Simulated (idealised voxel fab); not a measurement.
Name of the process module below: voxel tone inversion
Xsec cut, 260 nm wide, square cell size 5 nm.
Just so we're on the same page, the cross-sections are grids of square cells, and they're listed out in bands top to bottom, each band one or more rows deep.
In this notation a band is specified by the heights of its top and bottom, in that order and in nm, after which its materials appear from left to right, each paired with its width in nm. The word "edge to edge" attached to a single material means that material fills the band from edge to edge; the word "air" stands for empty space.
Heights are reckoned from 0. Under this level, the received wafer is all of one material. The bottommost band is open-ended downward, for example "from 0 down".
With a width like "30 to 40", each row of cells in the band differs from the next by the same amount, the top row carrying the first number and the bottom row the second.
"no change" means the step left every cell of the cross-section as it was.
Entry "Completely sealed voids" = empty spaces >= 8 cells with no open way to the top; each as width x height at distance, distance from left edge, all nm.
Anything after a step's settings on that line? It's the simulator's own note about the step.
Among the settings permitted on a step's line is "overlay nm"; applied to a step with a mask, it specifies the extent to which the mask lay to the right of its planned position, whereas a negative figure signifies a position to the left.

## Planned process steps
step 1: op RECEIVE | material Si
step 2: op CONFORMAL_DEP | material SiCN | thk nm 5
step 3: op DIRECTIONAL_DEP | material aC | thk nm 25
step 4: op PATTERN | tone cover | mask id POSTS | material resist | width nm 15 | pitch nm 45 | thk nm 30 | overlay nm 0
step 5: op DIRECTIONAL_ETCH | etch materials aC | depth nm 25
step 6: op STRIP | etch materials resist
step 7: op FILL_DEP | material SiO2 | thk nm 10
step 8: op CMP | height nm 30
step 9: op STRIP | etch materials aC
step 10: op CONFORMAL_DEP | material TiN | thk nm 5
step 11: op FILL_DEP | material Ru | thk nm 10
step 12: op CMP | height nm 30
step 13: op CONFORMAL_DEP | material SiCN | thk nm 5

## The first of a set of two wafers, run to plan

## Cross-section, incoming material, after step 1
from 0 down: Si edge to edge
Completely sealed voids: none

## The following cross-section depicts the wafer upon completion of step 2
from 5 to 0: SiCN edge to edge
Rest of section, below 0: as before.

## The following cross-section depicts the wafer upon completion of step 3
from 30 to 5: aC edge to edge
Rest of section, below 5: as before.

## The following cross-section depicts the wafer upon completion of step 4
from 60 to 30: 75 nm air, 15 nm resist, 30 nm air, 15 nm resist, 30 nm air, 15 nm resist, 80 nm air
Rest of section, below 30: as before.

## The following cross-section depicts the wafer upon completion of step 5
from 35 to 30: 75 nm air, 15 nm resist, 30 nm air, 15 nm resist, 30 nm air, 15 nm resist, 80 nm air
from 30 to 5: 75 nm air, 15 nm aC, 30 nm air, 15 nm aC, 30 nm air, 15 nm aC, 80 nm air
Rest of section, below 5: as before.

## The following cross-section depicts the wafer upon completion of step 6
from 30 to 5: 75 nm air, 15 nm aC, 30 nm air, 15 nm aC, 30 nm air, 15 nm aC, 80 nm air
Rest of section, below 5: as before.

## The following cross-section depicts the wafer upon completion of step 7
from 40 to 30: SiO2 edge to edge
from 30 to 5: 75 nm SiO2, 15 nm aC, 30 nm SiO2, 15 nm aC, 30 nm SiO2, 15 nm aC, 80 nm SiO2
Rest of section, below 5: as before.

## The following cross-section depicts the wafer upon completion of step 8
from 30 to 5: 75 nm SiO2, 15 nm aC, 30 nm SiO2, 15 nm aC, 30 nm SiO2, 15 nm aC, 80 nm SiO2
Rest of section, below 5: as before.

## The following cross-section depicts the wafer upon completion of step 9
from 30 to 5: 75 nm SiO2, 15 nm air, 30 nm SiO2, 15 nm air, 30 nm SiO2, 15 nm air, 80 nm SiO2
Rest of section, below 5: as before.

## The following cross-section depicts the wafer upon completion of step 10
from 35 to 30: 80 nm TiN, 5 nm air, 40 nm TiN, 5 nm air, 40 nm TiN, 5 nm air, 85 nm TiN
from 30 to 10: 75 nm SiO2, 5 nm TiN, 5 nm air, 5 nm TiN, 30 nm SiO2, 5 nm TiN, 5 nm air, 5 nm TiN, 30 nm SiO2, 5 nm TiN, 5 nm air, 5 nm TiN, 80 nm SiO2
from 10 to 5: 75 nm SiO2, 15 nm TiN, 30 nm SiO2, 15 nm TiN, 30 nm SiO2, 15 nm TiN, 80 nm SiO2
Rest of section, below 5: as before.

## The following cross-section depicts the wafer upon completion of step 11
from 45 to 35: Ru edge to edge
from 35 to 30: 80 nm TiN, 5 nm Ru, 40 nm TiN, 5 nm Ru, 40 nm TiN, 5 nm Ru, 85 nm TiN
from 30 to 10: 75 nm SiO2, 5 nm TiN, 5 nm Ru, 5 nm TiN, 30 nm SiO2, 5 nm TiN, 5 nm Ru, 5 nm TiN, 30 nm SiO2, 5 nm TiN, 5 nm Ru, 5 nm TiN, 80 nm SiO2
Rest of section, below 10: as before.

## The following cross-section depicts the wafer upon completion of step 12
from 30 to 10: 75 nm SiO2, 5 nm TiN, 5 nm Ru, 5 nm TiN, 30 nm SiO2, 5 nm TiN, 5 nm Ru, 5 nm TiN, 30 nm SiO2, 5 nm TiN, 5 nm Ru, 5 nm TiN, 80 nm SiO2
Rest of section, below 10: as before.

## The following cross-section depicts the wafer upon completion of step 13
from 35 to 30: SiCN edge to edge
Rest of section, below 30: as before.

## Second wafer, same starting conditions and recipe as the first, one mistake in executing it, nothing differs from the first up to and including step 7

## The second wafer in cross-section, at the planned close of step 8
from 30 to 5: 75 nm SiO2, 15 nm aC, 30 nm SiO2, 15 nm aC, 30 nm SiO2, 15 nm aC, 80 nm SiO2
Rest of section, below 5: as before.

## The second wafer in cross-section, at the planned close of step 9
from 30 to 5: 75 nm SiO2, 15 nm air, 30 nm SiO2, 15 nm air, 30 nm SiO2, 15 nm air, 80 nm SiO2
Rest of section, below 5: as before.

## The second wafer in cross-section, at the planned close of step 10
from 35 to 30: 80 nm TiN, 5 nm air, 40 nm TiN, 5 nm air, 40 nm TiN, 5 nm air, 85 nm TiN
from 30 to 10: 75 nm SiO2, 5 nm TiN, 5 nm air, 5 nm TiN, 30 nm SiO2, 5 nm TiN, 5 nm air, 5 nm TiN, 30 nm SiO2, 5 nm TiN, 5 nm air, 5 nm TiN, 80 nm SiO2
from 10 to 5: 75 nm SiO2, 15 nm TiN, 30 nm SiO2, 15 nm TiN, 30 nm SiO2, 15 nm TiN, 80 nm SiO2
Rest of section, below 5: as before.

## The second wafer in cross-section, at the planned close of step 11
from 45 to 35: Ru edge to edge
from 35 to 30: 80 nm TiN, 5 nm Ru, 40 nm TiN, 5 nm Ru, 40 nm TiN, 5 nm Ru, 85 nm TiN
from 30 to 10: 75 nm SiO2, 5 nm TiN, 5 nm Ru, 5 nm TiN, 30 nm SiO2, 5 nm TiN, 5 nm Ru, 5 nm TiN, 30 nm SiO2, 5 nm TiN, 5 nm Ru, 5 nm TiN, 80 nm SiO2
Rest of section, below 10: as before.

## The second wafer in cross-section, at the planned close of step 12
from 30 to 10: 75 nm SiO2, 5 nm TiN, 5 nm Ru, 5 nm TiN, 30 nm SiO2, 5 nm TiN, 5 nm Ru, 5 nm TiN, 30 nm SiO2, 5 nm TiN, 5 nm Ru, 5 nm TiN, 80 nm SiO2
Rest of section, below 10: as before.

## The second wafer in cross-section, at the planned close of step 13
from 35 to 30: SiCN edge to edge
Rest of section, below 30: as before.
Short version of what went wrong: twice over, step 8 of the plan was run
If you compare the two wafers at the end, their cross-sections are the same, so as far as this model is concerned the mistake changes nothing.
